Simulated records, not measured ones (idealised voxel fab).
The name of this process module is voxel ribs on slabs.
Section cut is 240 nm wide and gridded with 5 nm square cells.
In this document a cross-section is written as a grid of square cells. It is given as a series of bands, listed from the top down, and a band is one or more rows of cells. Heights first: top, then bottom, in nm. Then materials, left to right, each with a width in nm. "throughout" on a single material: fills the band edge to edge. "blank": empty space. Below 0: as-received wafer, all one material; heights counted from there. Lowest band: no bottom, goes on down, written "top 0, no bottom". Width spec "30 to 40" -> top row of cells at first value, bottom row at second value, equal per-row change in between. The designation "remains unaltered", where it is given for a processing step, indicates that no cell of the cross-section was altered in the course of that step. "Enclosed void listing": empty spaces of 8 cells or more with no open way to the top, each given as width x height at distance, distance from the left edge, all in nm. Where a step's line continues beyond its settings, the continuation is a remark by the simulator itself on that step. overlay nm: how far to the right of its planned place the mask lay on this masked step (negative: to the left).

## plan
1: RECEIVE with material Si
2: DIRECTIONAL_DEP with material SiO2, thk nm 30
3: DIRECTIONAL_DEP with material SiN, thk nm 20
4: MASKED_ETCH with tone cover, mask id RIB, width nm 30, etch materials SiN, depth nm 10, overlay nm 0
5: PATTERN with tone cover, mask id SLAB, material resist, width nm 60, thk nm 20, overlay nm 0
6: DIRECTIONAL_ETCH with etch materials SiN, depth nm 10
7: STRIP with etch materials resist
8: FILL_DEP with material SiO2, thk nm 20
9: CMP with height nm 60
10: DIRECTIONAL_DEP with material TiN, thk nm 10
11: MASKED_ETCH with tone cover, mask id HEATER, width nm 40, etch materials TiN, depth nm 10, overlay nm 0
12: CONFORMAL_DEP with material SiO2, thk nm 5

## Delivered wafer in cross-section: state after step 1
* top 0, no bottom  Si throughout
* Enclosed void listing: none

## a wafer at the end: this start, this plan, one mistake
* top 85, bottom 75  85 of blank; 70 of SiO2; 85 of blank
* top 75, bottom 70  SiO2 throughout
* top 70, bottom 60  100 of SiO2; 40 of TiN; 100 of SiO2
* top 60, bottom 50  SiO2 throughout
* top 50, bottom 40  105 of SiO2; 30 of SiN; 105 of SiO2
* top 40, bottom 30  90 of SiO2; 60 of SiN; 90 of SiO2
* top 30, bottom 0  SiO2 throughout
* top 0, no bottom  Si throughout
* Enclosed void listing: none
Here's what went sideways: step 12 changed vs plan, executed as CONFORMAL_DEP with material SiO2, thk nm 15
